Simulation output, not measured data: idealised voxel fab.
This is a process module. Its name is voxel ribs on slabs.
The figure presents cross-section cut, which has a width of 275 nm and is divided into square cells with an edge length of 5 nm.
A cross-section is written here as square cells arranged in a grid, and it is given in bands from the top down, each band taking up one or more rows of cells. Quick guide to a band line: top height, bottom height (nm) up front; then every material left to right with its width in nm. Only one material and it's marked "everywhere"? Then it fills the band edge to edge. And "empty" just means empty space. Heights are reckoned from 0. Under this level, the received wafer is all of one material. The bottommost band is open-ended downward, for example "0 nm and below". Quick explanation for "30..40": the width changes in equal steps down the rows of cells, from the first number in the band's top row to the second number in its bottom row. The cross-section has no changed cell in any step marked "nothing different". In the "Unvented cavities" entry, you get each enclosed empty space of 8 cells or more, one with no open way to the top, written width x height at distance, distance from the left edge, in nm. Anything after a step's settings on that line? It's the simulator's own note about the step. Steps that use a mask can have "overlay nm" on their line. It says how far the mask sat to the right of where it was meant to be. Negative means to the left.
The planned process steps are enumerated hereunder:
1. RECEIVE,material Si
2. DIRECTIONAL_DEP,material SiO2,thk nm 25
3. DIRECTIONAL_DEP,material SiN,thk nm 15
4. MASKED_ETCH,tone cover,mask id RIB,width nm 25,etch materials SiN,depth nm 5,overlay nm 0
5. DIRECTIONAL_DEP,material aC,thk nm 15
6. PATTERN,tone cover,mask id SLAB,material resist,width nm 55,thk nm 35,overlay nm 0
7. DIRECTIONAL_ETCH,etch materials aC,depth nm 15
8. STRIP,etch materials resist
9. DIRECTIONAL_ETCH,etch materials SiN,depth nm 10
10. STRIP,etch materials aC
11. FILL_DEP,material SiO2,thk nm 15
12. CMP,height nm 50
13. DIRECTIONAL_DEP,material W,thk nm 10
14. PATTERN,tone cover,mask id HEATER,material resist,width nm 35,thk nm 20,overlay nm 0
15. DIRECTIONAL_ETCH,etch materials W,depth nm 10
16. STRIP,etch materials resist
17. CONFORMAL_DEP,material SiN,thk nm 10
So this is the incoming wafer in cross-section - it's already been through step 1:
- 0 nm and below = Si everywhere
- Unvented cavities: none
Looking at the first of two wafers in cross-section at end of module - ran to plan:
- 70 nm to 60 nm = 110 of empty; 55 of SiN; 110 of empty
- 60 nm to 50 nm = 120 of SiN; 35 of W; 120 of SiN
- 50 nm to 40 nm = SiO2 everywhere
- 40 nm to 35 nm = 125 of SiO2; 25 of SiN; 125 of SiO2
- 35 nm to 25 nm = 110 of SiO2; 55 of SiN; 110 of SiO2
- 25 nm to 0 nm = SiO2 everywhere
- 0 nm and below = Si everywhere
- Unvented cavities: none
This cross-section belongs to the second wafer of two at the end of the module; the start and the plan were shared with the first, and the run included one mistake:
- 70 nm to 60 nm = 110 of empty; 55 of SiN; 110 of empty
- 60 nm to 50 nm = 120 of SiN; 35 of W; 120 of SiN
- 50 nm to 40 nm = 110 of SiO2; 55 of SiN; 110 of SiO2
- 40 nm to 25 nm = SiN everywhere
- 25 nm to 0 nm = SiO2 everywhere
- 0 nm and below = Si everywhere
- Unvented cavities: none
Finding, execution versus plan: heads up, step 3 of the plan got done twice
It is noted that, at the conclusion of processing, the second wafer exhibits a higher or lower cell count for certain materials relative to the first: SiN +160, SiO2 -160
